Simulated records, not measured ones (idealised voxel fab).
The process module presented herein is designated voxel ribs on slabs.
For reference, the cross-section in this document is cut, with width 175 nm and square cells of 5 nm.
Cross-section spec: square-cell grid; bands listed top down; each band is one or more rows. Top height, bottom height, nm. Materials left to right, width each, nm. Single material + "all across" = fills band edge to edge. "blank" = empty. Below 0: as-received wafer, all one material; heights counted from there. Lowest band: no bottom, goes on down, written "z 0 and below". Width spec "30..40" -> top row of cells at first value, bottom row at second value, equal per-row change in between. Basically "no change" means that step didn't change any cell in the cross-section. If an empty space has no open way to the top and is at least 8 cells in size, "Closed internal cavities" lists it, written width x height at distance, where distance is measured from the left edge and every value is in nm. Post-settings text on a step line: simulator's own remark regarding the step. overlay nm: for a step with a mask, the amount by which the mask lay right of where it was planned; a negative amount means left of it.

### Planned step list for the process
1) RECEIVE: material Si
2) DIRECTIONAL_DEP: material SiO2, thk nm 25
3) DIRECTIONAL_DEP: material SiN, thk nm 25
4) DIRECTIONAL_DEP: material aC, thk nm 10
5) PATTERN: tone cover, mask id RIB, material resist, width nm 25, thk nm 25, overlay nm 0
6) DIRECTIONAL_ETCH: etch materials aC, depth nm 10
7) STRIP: etch materials resist
8) DIRECTIONAL_ETCH: etch materials SiN, depth nm 20
9) STRIP: etch materials aC
10) PATTERN: tone cover, mask id SLAB, material resist, width nm 65, thk nm 20, overlay nm 0
11) DIRECTIONAL_ETCH: etch materials SiN, depth nm 5
12) STRIP: etch materials resist
13) FILL_DEP: material SiO2, thk nm 25
14) CMP: height nm 65
15) DIRECTIONAL_DEP: material TiN, thk nm 5
16) PATTERN: tone cover, mask id HEATER, material resist, width nm 35, thk nm 15, overlay nm 0
17) DIRECTIONAL_ETCH: etch materials TiN, depth nm 5
18) STRIP: etch materials resist
19) CONFORMAL_DEP: material SiN, thk nm 5

### Incoming wafer in cross-section (state: after step 1)
z 0 and below = Si all across
Closed internal cavities: none

### Sectioned view, first of two wafers, at the close of the module, processed as intended in the plan
z 75 to 70 = blank=65  SiN=45  blank=65
z 70 to 65 = SiN=70  TiN=35  SiN=70
z 65 to 50 = SiO2 all across
z 50 to 30 = SiO2=75  SiN=25  SiO2=75
z 30 to 25 = SiO2=55  SiN=65  SiO2=55
z 25 to 0 = SiO2 all across
z 0 and below = Si all across
Closed internal cavities: none

### Second of two wafers, module complete, sectioned: it shares the first wafer's start and plan but was run with one mistake
z 75 to 70 = blank=55  SiN=45  blank=75
z 70 to 65 = SiN=60  TiN=35  SiN=80
z 65 to 50 = SiO2 all across
z 50 to 30 = SiO2=75  SiN=25  SiO2=75
z 30 to 25 = SiO2=55  SiN=65  SiO2=55
z 25 to 0 = SiO2 all across
z 0 and below = Si all across
Closed internal cavities: none
Want to know what went wrong? contrary to plan, step 16 was performed as PATTERN: tone cover, mask id HEATER, material resist, width nm 35, thk nm 15, overlay nm -10
Both wafers, final: cells per material equal; arrangement not.
